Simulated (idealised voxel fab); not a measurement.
Process module, titled voxel released beams
The cross-section shown here is cut; it is 250 nm wide and divided into square cells measuring 5 nm on a side.
The cross-sections in this document take the form of a grid made of square cells. They are written out as bands, in order from top to bottom. Each band consists of one or more rows of cells. Band entry format. Leading values: height of top, height of bottom, nm. Remainder: materials in left-to-right order, each with its width in nm. Special words: "all across" on a single material, which then fills the band edge to edge; "empty", empty space. Ref level 0: as-received wafer is one material below here. Bottom band extends down with no lower bound ("from 0 down"). Top row gets the first number, bottom row gets the second, and each row in between changes by the same step: that is how a band width like "30->40" works. You'll sometimes find "left unchanged" written for a step, and that's the way of saying that nowhere in the cross-section did a cell change during that step. "Sealed void list" specifies each empty space that is not open to the top and that occupies no fewer than 8 cells, using the form width x height at distance, the distance measured from the left edge and all three quantities in nm. Formally, on a step line, whatever follows the settings is a remark that the simulator itself makes on the step. "overlay nm" answers the question of how far to the right of plan the mask lay on a step that has a mask, and when it is negative the answer is to the left.
Planned step list for the process:
- 1: RECEIVE [material Si]
- 2: CONFORMAL_DEP [material Al2O3] [thk nm 5]
- 3: DIRECTIONAL_DEP [material SiO2] [thk nm 10]
- 4: PATTERN [tone open] [mask id ANCHOR] [material resist] [width nm 30] [thk nm 15] [overlay nm 0]
- 5: DIRECTIONAL_ETCH [etch materials SiO2] [depth nm 10]
- 6: STRIP [etch materials resist]
- 7: CONFORMAL_DEP [material SiN] [thk nm 10]
- 8: PATTERN [tone cover] [mask id BEAM] [material resist] [width nm 100] [thk nm 15] [overlay nm 0]
- 9: DIRECTIONAL_ETCH [etch materials SiN] [depth nm 10]
- 10: STRIP [etch materials resist]
- 11: STRIP [etch materials SiO2]
Account of the first of two wafers, which was processed as intended:
Cross-section of the incoming wafer, state after step 1:
- from 0 down: Si all across
- Sealed void list: none
after step 2:
- from 5 to 0: Al2O3 all across
- Everything under 0 stays put, no change at all.
after step 3:
- from 15 to 5: SiO2 all across
- Everything under 5 stays put, no change at all.
after step 4:
- from 30 to 15: resist 75 nm  empty 30 nm  resist 145 nm
- Everything under 15 stays put, no change at all.
after step 5:
- from 30 to 15: resist 75 nm  empty 30 nm  resist 145 nm
- from 15 to 5: SiO2 75 nm  empty 30 nm  SiO2 145 nm
- Everything under 5 stays put, no change at all.
after step 6:
- from 15 to 5: SiO2 75 nm  empty 30 nm  SiO2 145 nm
- Everything under 5 stays put, no change at all.
after step 7:
- from 25 to 15: SiN 85 nm  empty 10 nm  SiN 155 nm
- from 15 to 5: SiO2 75 nm  SiN 30 nm  SiO2 145 nm
- Everything under 5 stays put, no change at all.
after step 8:
- from 40 to 25: empty 70 nm  resist 100 nm  empty 80 nm
- from 25 to 15: SiN 85 nm  resist 10 nm  SiN 155 nm
- Everything under 15 stays put, no change at all.
after step 9:
- from 40 to 25: empty 70 nm  resist 100 nm  empty 80 nm
- from 25 to 15: empty 70 nm  SiN 15 nm  resist 10 nm  SiN 75 nm  empty 80 nm
- Everything under 15 stays put, no change at all.
after step 10:
- from 25 to 15: empty 70 nm  SiN 15 nm  empty 10 nm  SiN 75 nm  empty 80 nm
- Everything under 15 stays put, no change at all.
after step 11:
- from 25 to 15: empty 70 nm  SiN 15 nm  empty 10 nm  SiN 75 nm  empty 80 nm
- from 15 to 5: empty 75 nm  SiN 30 nm  empty 145 nm
- Everything under 5 stays put, no change at all.
Wafer two. Identical start, identical plan. One mistake in execution. Identical history through step 3:
At the planned end of step 4, the second wafer in cross-section:
- from 30 to 15: empty 75 nm  resist 30 nm  empty 145 nm
- Everything under 15 stays put, no change at all.
At the planned end of step 5, the second wafer in cross-section:
- from 30 to 15: empty 75 nm  resist 30 nm  empty 145 nm
- from 15 to 5: empty 75 nm  SiO2 30 nm  empty 145 nm
- Everything under 5 stays put, no change at all.
At the planned end of step 6, the second wafer in cross-section:
- from 15 to 5: empty 75 nm  SiO2 30 nm  empty 145 nm
- Everything under 5 stays put, no change at all.
At the planned end of step 7, the second wafer in cross-section:
- from 25 to 15: empty 65 nm  SiN 50 nm  empty 135 nm
- from 15 to 5: SiN 75 nm  SiO2 30 nm  SiN 145 nm
- Everything under 5 stays put, no change at all.
At the planned end of step 8, the second wafer in cross-section:
- from 40 to 25: empty 70 nm  resist 100 nm  empty 80 nm
- from 25 to 15: empty 65 nm  SiN 50 nm  resist 55 nm  empty 80 nm
- Everything under 15 stays put, no change at all.
At the planned end of step 9, the second wafer in cross-section:
- from 40 to 25: empty 70 nm  resist 100 nm  empty 80 nm
- from 25 to 15: empty 70 nm  SiN 45 nm  resist 55 nm  empty 80 nm
- from 15 to 5: empty 65 nm  SiN 10 nm  SiO2 30 nm  SiN 65 nm  empty 80 nm
- Everything under 5 stays put, no change at all.
At the planned end of step 10, the second wafer in cross-section:
- from 25 to 15: empty 70 nm  SiN 45 nm  empty 135 nm
- Everything under 15 stays put, no change at all.
At the planned end of step 11, the second wafer in cross-section: left unchanged
What was done differently from what was planned? step 4 changed vs plan, executed as PATTERN [tone cover] [mask id ANCHOR] [material resist] [width nm 30] [thk nm 15] [overlay nm 0]
Final wafer comparison in cells, second versus first, more or fewer per material: +12 SiO2
